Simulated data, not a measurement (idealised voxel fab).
process module | voxel spacer lines
cross-section cut | 275 nm wide | cells 5 nm
A cross-section is a grid of square cells, given in bands from the top down. A band is one or more rows of cells.
Each band's line starts with the height of the band's top and of its bottom, in nm. Then come its materials from left to right, each with its width in nm. One material with "throughout" fills the band from edge to edge. "air" is empty space.
Height 0 is the level under which the wafer as received is all one material. The lowest band goes on downwards, as in "0 down".
A width such as "30 to 40" changes by the same amount from each row of cells to the next, from the band's top row to its bottom row.
"no change" after a step means that no cell of the cross-section changed.
closed voids: empty space of 8 cells or more with no open way to the top, each as width x height at its distance from the left edge, in nm
after a step's settings: what the simulator itself notes on the step
overlay nm, on a step with a mask: how far to the right of its planned place the mask lay; to the left if negative
plan
1 op RECEIVE | material Si
2 op CONFORMAL_DEP | material Al2O3 | thk nm 5
3 op DIRECTIONAL_DEP | material polySi | thk nm 15
4 op DIRECTIONAL_DEP | material aC | thk nm 20
5 op PATTERN | tone cover | mask id MANDREL | material resist | width nm 15 | pitch nm 50 | thk nm 25 | overlay nm 0
6 op DIRECTIONAL_ETCH | etch materials aC | depth nm 20
7 op STRIP | etch materials resist
8 op CONFORMAL_DEP | material SiO2 | thk nm 10
9 op DIRECTIONAL_ETCH | etch materials SiO2 | depth nm 10
10 op STRIP | etch materials aC
11 op DIRECTIONAL_ETCH | etch materials polySi | depth nm 15
12 op STRIP | etch materials SiO2
varied across the wafers: width nm of step 5. The plan shows the first wafer's value. All wafers start alike
first wafer as received, after step 1
  0 down: Si throughout
  closed voids: none
each wafer at the end: cells of each material gained (+) or lost (-) since it was received, then its closed voids
width nm 15 | +55 Al2O3 | +24 polySi | closed voids: none
width nm 20 | +55 Al2O3 | +24 polySi | closed voids: none
width nm 25 | +55 Al2O3 | +24 polySi | closed voids: none
width nm 30 | +55 Al2O3 | +24 polySi | closed voids: none
